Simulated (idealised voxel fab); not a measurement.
process module | voxel transistor to metal
cross-section cut | 185 nm wide | cells 5 nm
A cross-section is a grid of square cells, given in bands from the top down. A band is one or more rows of cells.
Each band's line starts with the height of the band's top and of its bottom, in nm. Then come its materials from left to right, each with its width in nm. One material with "throughout" fills the band from edge to edge. "air" is empty space.
Height 0 is the level under which the wafer as received is all one material. The lowest band goes on downwards, as in "0 down".
A width such as "30 to 40" changes by the same amount from each row of cells to the next, from the band's top row to its bottom row.
"no change" after a step means that no cell of the cross-section changed.
closed voids: empty space of 8 cells or more with no open way to the top, each as width x height at its distance from the left edge, in nm
after a step's settings: what the simulator itself notes on the step
overlay nm, on a step with a mask: how far to the right of its planned place the mask lay; to the left if negative
plan
1 op RECEIVE | material Si
2 op CONFORMAL_DEP | material SiO2 | thk nm 5
3 op CONFORMAL_DEP | material SiN | thk nm 10
4 op PATTERN | tone cover | mask id ACTIVE | material resist | width nm 95 | thk nm 20 | overlay nm 0
5 op DIRECTIONAL_ETCH | etch materials SiN | depth nm 10
6 op DIRECTIONAL_ETCH | etch materials SiO2 | depth nm 5
7 op DIRECTIONAL_ETCH | etch materials Si | depth nm 35
8 op STRIP | etch materials resist
9 op FILL_DEP | material SiO2 | thk nm 5
10 op CMP | height nm 15
11 op SELECTIVE_ETCH | etch materials SiO2 | depth nm 10
12 op STRIP | etch materials SiN
13 op SELECTIVE_ETCH | etch materials SiO2 | depth nm 5
14 op OXIDIZE | depth nm 5
15 op DIRECTIONAL_DEP | material polySi | thk nm 25
16 op DIRECTIONAL_DEP | material SiCN | thk nm 10
17 op DIRECTIONAL_DEP | material aC | thk nm 10
18 op PATTERN | tone cover | mask id GATE | material resist | width nm 25 | thk nm 30 | overlay nm 0
19 op DIRECTIONAL_ETCH | etch materials aC | depth nm 10
20 op STRIP | etch materials resist
21 op DIRECTIONAL_ETCH | etch materials SiCN | depth nm 20
22 op DIRECTIONAL_ETCH | etch materials polySi | depth nm 35
23 op STRIP | etch materials aC
24 op CONFORMAL_DEP | material SiN | thk nm 5
25 op DIRECTIONAL_ETCH | etch materials SiN | depth nm 5
26 op DIRECTIONAL_ETCH | etch materials SiO2 | depth nm 5
27 op DIRECTIONAL_ETCH | etch materials Si | depth nm 10
28 op EPI | material pSi | thk nm 10
29 op FILL_DEP | material SiO2 | thk nm 10
30 op CMP | height nm 25
31 op STRIP | etch materials polySi
32 op SELECTIVE_ETCH | etch materials SiO2 | depth nm 5
33 op CONFORMAL_DEP | material HfO2 | thk nm 5
34 op CONFORMAL_DEP | material TiN | thk nm 5
35 op FILL_DEP | material W | thk nm 5
36 op CMP | height nm 20
37 op DIRECTIONAL_DEP | material SiO2 | thk nm 10
38 op PATTERN | tone open | mask id CONTACT | material resist | width nm 15 | pitch nm 70 | thk nm 15 | overlay nm 0
39 op DIRECTIONAL_ETCH | etch materials SiO2 | depth nm 35
40 op STRIP | etch materials resist
41 op CONFORMAL_DEP | material TiN | thk nm 5
42 op FILL_DEP | material Ru | thk nm 5
43 op CMP | height nm 30
44 op CONFORMAL_DEP | material SiN | thk nm 5
45 op DIRECTIONAL_DEP | material SiO2 | thk nm 15
46 op PATTERN | tone open | mask id METAL_1 | material resist | width nm 15 | pitch nm 70 | thk nm 20 | overlay nm 0
47 op DIRECTIONAL_ETCH | etch materials SiO2 | depth nm 15
48 op DIRECTIONAL_ETCH | etch materials SiN | depth nm 5
49 op STRIP | etch materials resist
50 op CONFORMAL_DEP | material TiN | thk nm 5
51 op FILL_DEP | material Cu | thk nm 5
52 op CMP | height nm 50
53 op EPI | material Ru | thk nm 5
54 op FILL_DEP | material SiCN | thk nm 5
55 op DIRECTIONAL_DEP | material lowk | thk nm 30
56 op MASKED_ETCH | tone open | mask id METAL_2 | width nm 15 | pitch nm 70 | etch materials lowk | depth nm 20 | overlay nm 0
57 op MASKED_ETCH | tone open | mask id METAL_2_HOLES | width nm 15 | pitch nm 70 | etch materials lowk | depth nm 10 | overlay nm 0
58 op MASKED_ETCH | tone open | mask id METAL_2_HOLES | width nm 15 | pitch nm 70 | etch materials SiCN | depth nm 5 | overlay nm 0
59 op CONFORMAL_DEP | material TiN | thk nm 5
60 op FILL_DEP | material Cu | thk nm 5
61 op CMP | height nm 90
62 op CONFORMAL_DEP | material SiN | thk nm 5
as received, after step 1
  0 down: Si throughout
  closed voids: none
first wafer at the end, as planned
  95 to 90: SiN throughout
  90 to 60: lowk 50 | TiN 5 | Cu 5 | TiN 5 | lowk 55 | TiN 5 | Cu 5 | TiN 5 | lowk 50
  60 to 55: SiCN 50 | TiN 15 | SiCN 55 | TiN 15 | SiCN 50
  55 to 50: SiCN 45 | Ru 25 | SiCN 45 | Ru 25 | SiCN 45
  50 to 35: SiO2 50 | TiN 5 | Cu 5 | TiN 5 | SiO2 55 | TiN 5 | Cu 5 | TiN 5 | SiO2 50
  35 to 30: SiN 50 | TiN 15 | SiN 55 | TiN 15 | SiN 50
  30 to 20: SiO2 50 | TiN 5 | Ru 5 | TiN 5 | SiO2 55 | TiN 5 | Ru 5 | TiN 5 | SiO2 50
  20 to 5: SiO2 50 | TiN 5 | Ru 5 | TiN 5 | SiO2 10 | SiN 5 | HfO2 5 | TiN 5 | W 5 | TiN 5 | HfO2 5 | SiN 5 | SiO2 10 | TiN 5 | Ru 5 | TiN 5 | SiO2 50
  5 to 0: SiO2 50 | TiN 5 | Ru 5 | TiN 5 | pSi 10 | SiN 5 | HfO2 5 | TiN 15 | HfO2 5 | SiN 5 | pSi 10 | TiN 5 | Ru 5 | TiN 5 | SiO2 50
  0 to -5: SiO2 50 | TiN 15 | pSi 10 | HfO2 35 | pSi 10 | TiN 15 | SiO2 50
  -5 to -15: SiO2 45 | pSi 30 | Si 35 | pSi 30 | SiO2 45
  -15 to -35: SiO2 45 | Si 95 | SiO2 45
  -35 down: Si throughout
  closed voids: none
second wafer at the end: like start, like plan, one mistake
  95 to 90: SiN throughout
  90 to 60: lowk 50 | TiN 5 | Cu 5 | TiN 5 | lowk 55 | TiN 5 | Cu 5 | TiN 5 | lowk 50
  60 to 55: SiCN 50 | TiN 15 | SiCN 55 | TiN 15 | SiCN 50
  55 to 50: SiCN 45 | Ru 25 | SiCN 45 | Ru 25 | SiCN 45
  50 to 35: SiO2 50 | TiN 5 | Cu 5 | TiN 5 | SiO2 55 | TiN 5 | Cu 5 | TiN 5 | SiO2 50
  35 to 30: SiN 50 | TiN 15 | SiN 55 | TiN 15 | SiN 50
  30 to 20: SiO2 50 | TiN 5 | Ru 5 | TiN 5 | SiO2 55 | TiN 5 | Ru 5 | TiN 5 | SiO2 50
  20 to 5: SiO2 50 | TiN 5 | Ru 5 | TiN 5 | SiO2 10 | SiN 5 | HfO2 5 | TiN 5 | W 5 | TiN 5 | HfO2 5 | SiN 5 | SiO2 10 | TiN 5 | Ru 5 | TiN 5 | SiO2 50
  5 to 0: SiO2 50 | TiN 5 | Ru 5 | TiN 5 | SiO2 10 | SiN 5 | HfO2 5 | TiN 15 | HfO2 5 | SiN 5 | SiO2 10 | TiN 5 | Ru 5 | TiN 5 | SiO2 50
  0 to -5: SiO2 50 | TiN 15 | SiO2 10 | HfO2 35 | SiO2 10 | TiN 15 | SiO2 50
  -5 to -15: pSi 45 | SiO2 95 | pSi 45
  -15 to -35: Si 45 | SiO2 95 | Si 45
  -35 down: Si throughout
  closed voids: none
what went wrong: step 4 ran as: op PATTERN | tone open | mask id ACTIVE | material resist | width nm 95 | thk nm 20 | overlay nm 0
at the end the second wafer has, in cells: 18 fewer of Si | 14 more of SiO2 | 4 more of pSi
